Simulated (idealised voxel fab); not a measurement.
Process module in this document: voxel tone inversion
FYI the section here is cut, 290 nm wide, cells are 5 nm squares.
Cross-sections here: square-cell grids, written as top-down lists of bands, a band being one or more rows of cells.
Top height, bottom height, nm. Materials left to right, width each, nm. Single material + "full width" = fills band edge to edge. "blank" = empty.
Heads up on the height convention: 0 is the point under which the incoming wafer is all one material, and the lowest band has no bottom, it just keeps going down, like "0 and below".
So if you see something like "30 to 40" for the width, read it as the top row of the band sitting at the first number and the bottom row at the second, with every row in between moving by the same amount as the last.
For the purposes of this document, the phrase "stayed the same" attached to a step denotes that no cell within the cross-section was modified by that step.
"Voids, sealed": empty spaces of 8 cells or more with no open way to the top, each given as width x height at distance, distance from the left edge, all in nm.
On each step's line, the part that comes after the settings is the simulator's own comment on the step.
A step line may carry the setting "overlay nm", which, for steps involving a mask, states the distance by which the mask lay to the right of its intended position; negative values denote displacement to the left.
### Planned step list for the process
1 RECEIVE [material Si]
2 CONFORMAL_DEP [material SiCN] [thk nm 5]
3 DIRECTIONAL_DEP [material aC] [thk nm 15]
4 PATTERN [tone cover] [mask id POSTS] [material resist] [width nm 15] [pitch nm 45] [thk nm 20] [overlay nm -15]
5 DIRECTIONAL_ETCH [etch materials aC] [depth nm 15]
6 STRIP [etch materials resist]
7 FILL_DEP [material SiO2] [thk nm 10]
8 CMP [height nm 20]
9 STRIP [etch materials aC]
Every wafer here starts from the same state; it is the step 4 overlay nm that distinguishes them, and the value the plan gives belongs to the first wafer.
### The as-received cross-section of the first of several wafers corresponds to the state after step 1
> 0 and below | Si full width
> Voids, sealed: none
### Here is how to read the rows: every wafer has a row, and it shows the wafer at the end of the module, giving for each material how many cells were gained (+) or lost (-) since the wafer was received, then listing its closed voids
overlay nm -15 | +58 SiCN | +156 SiO2 | Voids, sealed: none
overlay nm -10 | +58 SiCN | +156 SiO2 | Voids, sealed: none
overlay nm -5 | +58 SiCN | +156 SiO2 | Voids, sealed: none
overlay nm 0 | +58 SiCN | +156 SiO2 | Voids, sealed: none
overlay nm 5 | +58 SiCN | +156 SiO2 | Voids, sealed: none
overlay nm 10 | +58 SiCN | +156 SiO2 | Voids, sealed: none
overlay nm 15 | +58 SiCN | +156 SiO2 | Voids, sealed: none
